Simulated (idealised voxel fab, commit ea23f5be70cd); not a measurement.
Process module name: voxel quadruple lines
The width of the displayed cross-section, cut, is 170 nm; its cells are square, with a size of 5 nm.
Format of a cross-section: grid, square cells. Given as bands. Order: top down. Band: one or more rows of cells.
Band entry format. Leading values: height of top, height of bottom, nm. Remainder: materials in left-to-right order, each with its width in nm. Special words: "everywhere" on a single material, which then fills the band edge to edge; "empty", empty space.
Zero point of the height axis is 0; under it, received wafer = one material. Lowest band: continues down indefinitely, "0 down".
A width such as "30..40" changes by the same amount from each row of cells to the next, from the band's top row to its bottom row.
"remains unaltered" -> step changed no cross-section cell.
In the "Completely sealed voids" entry, you get each enclosed empty space of 8 cells or more, one with no open way to the top, written width x height at distance, distance from the left edge, in nm.
Text after the settings on a step's line: the simulator's own remark on that step.
If you see "overlay nm" on a step's line and that step has a mask, it's telling you how far right of where it was planned the mask ended up; a negative number means it went left instead.
## Listed below are the process steps as planned
1. RECEIVE, material Si
2. CONFORMAL_DEP, material Al2O3, thk nm 5
3. DIRECTIONAL_DEP, material W, thk nm 10
4. DIRECTIONAL_DEP, material polySi, thk nm 15
5. DIRECTIONAL_DEP, material aC, thk nm 25
6. PATTERN, tone cover, mask id MANDREL, material resist, width nm 30, thk nm 35, overlay nm -15
7. DIRECTIONAL_ETCH, etch materials aC, depth nm 25
8. STRIP, etch materials resist
9. CONFORMAL_DEP, material SiO2, thk nm 10
10. DIRECTIONAL_ETCH, etch materials SiO2, depth nm 10
11. STRIP, etch materials aC
12. DIRECTIONAL_ETCH, etch materials polySi, depth nm 15
13. STRIP, etch materials SiO2
14. CONFORMAL_DEP, material SiCN, thk nm 10
15. DIRECTIONAL_ETCH, etch materials SiCN, depth nm 10
16. STRIP, etch materials polySi
17. DIRECTIONAL_ETCH, etch materials W, depth nm 10
18. STRIP, etch materials SiCN
19. FILL_DEP, material lowk, thk nm 10
20. CMP, height nm 15
Keep in mind the plan's value for the overlay nm of step 6 comes from the first wafer; the wafers don't share that setting, but they do share the same starting point.
## Cross-section of the first of several wafers as received (after step 1)
    0 down | Si everywhere
    Completely sealed voids: none
## First of several wafers, sectioned at end of module (last step: step 20)
    15 to 5 | 35 lowk, then 10 W, then 10 lowk, then 10 W, then 10 lowk, then 10 W, then 10 lowk, then 10 W, then 65 lowk
    5 to 0 | Al2O3 everywhere
    0 down | Si everywhere
    Completely sealed voids: none
## Cross-sectional depiction of the last of several wafers upon completion of the module
    15 to 5 | 65 lowk, then 10 W, then 10 lowk, then 10 W, then 10 lowk, then 10 W, then 10 lowk, then 10 W, then 35 lowk
    5 to 0 | Al2O3 everywhere
    0 down | Si everywhere
    Completely sealed voids: none
## Note: the following table is arranged by wafer, a row apiece. Each row reports the end-of-module state: per material, cells gained (+) or cells lost (-) compared with the wafer as received; closed voids follow
overlay nm -15, +34 Al2O3, +16 W, +52 lowk, Completely sealed voids: none
overlay nm -10, +34 Al2O3, +16 W, +52 lowk, Completely sealed voids: none
overlay nm -5, +34 Al2O3, +16 W, +52 lowk, Completely sealed voids: none
overlay nm 0, +34 Al2O3, +16 W, +52 lowk, Completely sealed voids: none
overlay nm 5, +34 Al2O3, +16 W, +52 lowk, Completely sealed voids: none
overlay nm 10, +34 Al2O3, +16 W, +52 lowk, Completely sealed voids: none
overlay nm 15, +34 Al2O3, +16 W, +52 lowk, Completely sealed voids: none
